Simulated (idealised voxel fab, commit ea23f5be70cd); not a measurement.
process module | voxel self aligned contacts
cross-section cut | 195 nm wide | cells 5 nm
A cross-section is a grid of square cells, given in bands from the top down. A band is one or more rows of cells.
Each band's line starts with the height of the band's top and of its bottom, in nm. Then come its materials from left to right, each with its width in nm. One material with "throughout" fills the band from edge to edge. "air" is empty space.
Height 0 is the level under which the wafer as received is all one material. The lowest band goes on downwards, as in "0 down".
A width such as "30 to 40" changes by the same amount from each row of cells to the next, from the band's top row to its bottom row.
"no change" after a step means that no cell of the cross-section changed.
closed voids: empty space of 8 cells or more with no open way to the top, each as width x height at its distance from the left edge, in nm
after a step's settings: what the simulator itself notes on the step
overlay nm, on a step with a mask: how far to the right of its planned place the mask lay; to the left if negative
plan
1 op RECEIVE | material Si
2 op OXIDIZE | depth nm 5
3 op DIRECTIONAL_DEP | material polySi | thk nm 20
4 op DIRECTIONAL_DEP | material SiN | thk nm 25
5 op MASKED_ETCH | tone cover | mask id GATE | width nm 30 | pitch nm 70 | etch materials SiN | depth nm 25 | overlay nm 0
6 op MASKED_ETCH | tone cover | mask id GATE | width nm 30 | pitch nm 70 | etch materials polySi | depth nm 20 | overlay nm 0
7 op CONFORMAL_DEP | material SiN | thk nm 10
8 op DIRECTIONAL_ETCH | etch materials SiN | depth nm 10
9 op FILL_DEP | material SiO2 | thk nm 15
10 op CMP | height nm 50
11 op DIRECTIONAL_DEP | material aC | thk nm 15
12 op PATTERN | tone open | mask id CONTACT | material resist | width nm 50 | thk nm 35 | overlay nm 0
13 op DIRECTIONAL_ETCH | etch materials aC | depth nm 15
14 op STRIP | etch materials resist
15 op DIRECTIONAL_ETCH | etch materials SiO2 | depth nm 55
16 op STRIP | etch materials aC
17 op CONFORMAL_DEP | material TiN | thk nm 5
18 op FILL_DEP | material Ru | thk nm 10
19 op CMP | height nm 50
20 op CONFORMAL_DEP | material SiCN | thk nm 5
as received, after step 1
  0 down: Si throughout
  closed voids: none
a wafer at the end: this start, this plan, one mistake
  55 to 50: SiCN throughout
  50 to 45: SiO2 70 | TiN 20 | Ru 10 | TiN 20 | SiO2 75
  45 to 20: SiO2 35 | SiN 50 | TiN 5 | Ru 10 | TiN 5 | SiN 50 | SiO2 40
  20 to 15: SiO2 35 | SiN 10 | polySi 30 | SiN 10 | TiN 5 | Ru 10 | TiN 5 | SiN 10 | polySi 30 | SiN 10 | SiO2 40
  15 to 10: SiO2 35 | SiN 10 | polySi 30 | SiN 10 | TiN 20 | SiN 10 | polySi 30 | SiN 10 | SiO2 40
  10 to 0: SiN 45 | polySi 30 | SiN 40 | polySi 30 | SiN 50
  0 to -5: SiO2 throughout
  -5 down: Si throughout
  closed voids: none
what went wrong: steps 7 and 8 were swapped
